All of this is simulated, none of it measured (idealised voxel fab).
The process module presented herein is designated voxel ribs on slabs.
Pictured: cross-section cut, 200 nm wide, on a grid of 5 nm square cells.
Notation: cross-section as square-cell grid; stated in bands, top first, going down; one or more cell rows per band.
Band: top height; bottom height; in nm. Then, left to right: material with width in nm, for each material. "throughout": a single material spanning edge to edge. "empty": empty space.
Ref level 0: as-received wafer is one material below here. Bottom band extends down with no lower bound ("0 and below").
So if you see something like "30..40" for the width, read it as the top row of the band sitting at the first number and the bottom row at the second, with every row in between moving by the same amount as the last.
A step reported as "everything unchanged" is a step in which no cell of the cross-section changed.
In "Closed void roster" the enclosed voids are listed, meaning empty spaces of 8 cells or larger without any opening to the top. The form is width x height at distance, distance from the left edge, units nm.
Anything after a step's settings on that line? It's the simulator's own note about the step.
Each step line may optionally specify "overlay nm", which for a step with a mask gives the rightward distance between the mask's planned place and where it lay, a negative value indicating the leftward direction.
Steps in the process plan:
| 1 | RECEIVE with material Si |
| 2 | DIRECTIONAL_DEP with material SiO2, thk nm 25 |
| 3 | DIRECTIONAL_DEP with material polySi, thk nm 25 |
| 4 | PATTERN with tone cover, mask id RIB, material resist, width nm 15, thk nm 15, overlay nm 0 |
| 5 | DIRECTIONAL_ETCH with etch materials polySi, depth nm 15 |
| 6 | STRIP with etch materials resist |
| 7 | PATTERN with tone cover, mask id SLAB, material resist, width nm 45, thk nm 20, overlay nm 0 |
| 8 | DIRECTIONAL_ETCH with etch materials polySi, depth nm 10 |
| 9 | STRIP with etch materials resist |
| 10 | FILL_DEP with material SiO2, thk nm 25 |
| 11 | CMP with height nm 70 |
| 12 | DIRECTIONAL_DEP with material W, thk nm 5 |
| 13 | DIRECTIONAL_DEP with material aC, thk nm 10 |
| 14 | PATTERN with tone cover, mask id HEATER, material resist, width nm 25, thk nm 25, overlay nm 0 |
| 15 | DIRECTIONAL_ETCH with etch materials aC, depth nm 10 |
| 16 | STRIP with etch materials resist |
| 17 | DIRECTIONAL_ETCH with etch materials W, depth nm 5 |
| 18 | STRIP with etch materials aC |
| 19 | CONFORMAL_DEP with material SiN, thk nm 5 |
Step 1 complete: cross-section of the wafer as received:
> 0 and below = Si throughout
> Closed void roster: none
Cross-section, first of two wafers, end of module, run as planned:
> 80 down to 75 = empty 80 nm, then SiN 35 nm, then empty 85 nm
> 75 down to 70 = SiN 85 nm, then W 25 nm, then SiN 90 nm
> 70 down to 50 = SiO2 throughout
> 50 down to 35 = SiO2 90 nm, then polySi 15 nm, then SiO2 95 nm
> 35 down to 25 = SiO2 75 nm, then polySi 45 nm, then SiO2 80 nm
> 25 down to 0 = SiO2 throughout
> 0 and below = Si throughout
> Closed void roster: none
What the second wafer looks like in cross-section once the module is done. Its start and its plan matched the first wafer's exactly; what differed was one mistake in how it was run:
> 75 down to 70 = empty 85 nm, then W 25 nm, then empty 90 nm
> 70 down to 50 = SiO2 throughout
> 50 down to 35 = SiO2 90 nm, then polySi 15 nm, then SiO2 95 nm
> 35 down to 25 = SiO2 75 nm, then polySi 45 nm, then SiO2 80 nm
> 25 down to 0 = SiO2 throughout
> 0 and below = Si throughout
> Closed void roster: none
It is concluded that the wafer was processed incorrectly with respect to the plan, in that the run left out plan step 19 entirely, so it was never executed
Once processing is complete, comparing cell counts shows that the second wafer has more or fewer of certain materials than the first: -42 SiN
